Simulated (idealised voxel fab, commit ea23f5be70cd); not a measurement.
This section sets out a process module, namely voxel gate over fins.
Section cut is 240 nm wide and gridded with 5 nm square cells.
If you're reading a cross-section in this doc, picture square cells in a grid; it comes to you as bands, top ones listed first down to the bottom, and a band can be one or more rows of cells.
Basically the band line says how high the top is and how high the bottom is, in nm, and then what's in it from left to right, every material with its width in nm. Empty space shows up as "air", and if a single material carries "full width" it runs the full band edge to edge.
All heights in this document are referenced to 0, defined as the level beneath which the wafer, as received, consists entirely of one material. The lowest band is not bounded below; it extends indefinitely downward and is written in the form "0 -> down".
Per-row width for "30->40": begins at first number (top row of band), ends at second number (bottom row), increment between rows held constant.
What does "left unchanged" mean for a step? It means no cell of the cross-section changed in that step.
This entry, "Enclosed voids", enumerates those empty regions of no fewer than 8 cells that possess no open connection to the top. Each region is reported in the form width x height at distance, the distance being taken from the left edge, with all three quantities expressed in nm.
If you see something after the settings on a step's line, that's the simulator's own remark about that step.
A step's line can hold "overlay nm"; with a mask on that step, the setting says how far right of the planned place the mask lay, while a negative setting says it lay to the left.

Steps in the process plan:
1,RECEIVE (material Si)
2,CONFORMAL_DEP (material SiN; thk nm 5)
3,PATTERN (tone cover; mask id FINS; material resist; width nm 15; pitch nm 60; thk nm 20; overlay nm 0)
4,DIRECTIONAL_ETCH (etch materials SiN; depth nm 5)
5,DIRECTIONAL_ETCH (etch materials Si; depth nm 40)
6,STRIP (etch materials resist)
7,FILL_DEP (material SiO2; thk nm 10)
8,CMP (height nm 5)
9,MASKED_ETCH (tone open; mask id RAIL; width nm 15; etch materials SiO2; depth nm 40; overlay nm 0)
10,CONFORMAL_DEP (material TiN; thk nm 5)
11,FILL_DEP (material W; thk nm 10)
12,CMP (height nm 5)
13,SELECTIVE_ETCH (etch materials W Ru TiN; depth nm 30)
14,FILL_DEP (material SiO2; thk nm 5)
15,CMP (height nm 5)
16,SELECTIVE_ETCH (etch materials SiO2; depth nm 20)
17,STRIP (etch materials SiN)
18,CONFORMAL_DEP (material HfO2; thk nm 5)
19,CONFORMAL_DEP (material TiN; thk nm 5)
20,FILL_DEP (material W; thk nm 10)
21,CMP (height nm 15)
22,CONFORMAL_DEP (material SiN; thk nm 5)
The wafers are alike at the start. At step 22, their thk nm differs. The plan lists the first wafer's value.

First wafer of several, as received: cross-section after step 1:
    0 -> down = Si full width
    Enclosed voids: none

Below: a row per wafer. Contents at end of module: for every material, cells gained since receipt (+) or lost since receipt (-); then closed voids:
thk nm 5; +72 HfO2; -288 Si; +48 SiN; +174 SiO2; +77 TiN; +109 W; Enclosed voids: none
thk nm 10; +72 HfO2; -288 Si; +96 SiN; +174 SiO2; +77 TiN; +109 W; Enclosed voids: none
thk nm 15; +72 HfO2; -288 Si; +144 SiN; +174 SiO2; +77 TiN; +109 W; Enclosed voids: none
thk nm 20; +72 HfO2; -288 Si; +192 SiN; +174 SiO2; +77 TiN; +109 W; Enclosed voids: none
thk nm 25; +72 HfO2; -288 Si; +240 SiN; +174 SiO2; +77 TiN; +109 W; Enclosed voids: none
